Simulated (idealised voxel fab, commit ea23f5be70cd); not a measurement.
A process module follows: voxel double patterning.
Displayed cross-section: cut, width of 280 nm, square cells sized 5 nm.
If you're reading a cross-section in this doc, picture square cells in a grid; it comes to you as bands, top ones listed first down to the bottom, and a band can be one or more rows of cells.
Within each band entry, the heights of the top and of the bottom of the band appear first, in that order and in nm; the materials of the band then follow from left to right, each with its corresponding width in nm. The designation "all across" on a single material indicates that it fills the band from edge to edge; the designation "air" indicates empty space.
Measure heights from 0. That's the level where, below it, the as-received wafer is all one material. The lowest band is bottomless and extends downward; write it as in "z 0 and below".
It should be noted that a width expressed as "30 to 40" varies in equal increments from row to row of cells within the band, taking the value of the first number at the top row and that of the second number at the bottom row.
"all unchanged" for a step: no cell of the cross-section changed in that step.
Basically, "Encapsulated voids" tells you about the enclosed voids: empty spaces with no open way to the top, 8 cells or bigger, each written width x height at distance, where distance is from the left edge, all in nm.
If you see something after the settings on a step's line, that's the simulator's own remark about that step.
overlay nm: step with mask; distance mask lay right of planned place; negative value = left of planned place.

-- Here's what the planned process steps look like
- 1: RECEIVE (material Si)
- 2: CONFORMAL_DEP (material SiO2; thk nm 5)
- 3: DIRECTIONAL_DEP (material W; thk nm 10)
- 4: DIRECTIONAL_DEP (material SiN; thk nm 10)
- 5: MASKED_ETCH (tone open; mask id FIRST; width nm 15; pitch nm 50; etch materials SiN; depth nm 10; overlay nm 0)
- 6: PATTERN (tone open; mask id SECOND; material resist; width nm 15; pitch nm 50; thk nm 15; overlay nm 0)
- 7: DIRECTIONAL_ETCH (etch materials SiN; depth nm 10)
- 8: STRIP (etch materials resist)
- 9: DIRECTIONAL_ETCH (etch materials W; depth nm 10)
- 10: STRIP (etch materials SiN)
The wafers are alike at the start. At step 5, their width nm differs. The plan lists the first wafer's value.

-- Incoming state of the first of several wafers in cross-section: after step 1
- z 0 and below  Si all across
- Encapsulated voids: none

-- First of several wafers in cross-section at module end, following the final step, step 10
- z 15 to 5  W 80 nm | air 15 nm | W 10 nm | air 15 nm | W 10 nm | air 15 nm | W 10 nm | air 15 nm | W 10 nm | air 15 nm | W 85 nm
- z 5 to 0  SiO2 all across
- z 0 and below  Si all across
- Encapsulated voids: none

-- Cross-sectional view of the final wafer of several at the module's end
- z 15 to 5  W 75 nm | air 45 nm | W 5 nm | air 45 nm | W 5 nm | air 30 nm | W 75 nm
- z 5 to 0  SiO2 all across
- z 0 and below  Si all across
- Encapsulated voids: none

-- Per wafer, end of module: cells gained (+) or lost (-) per material since receipt, then closed voids
width nm 15; +56 SiO2; +82 W; Encapsulated voids: none
width nm 20; +56 SiO2; +76 W; Encapsulated voids: none
width nm 25; +56 SiO2; +70 W; Encapsulated voids: none
width nm 30; +56 SiO2; +64 W; Encapsulated voids: none
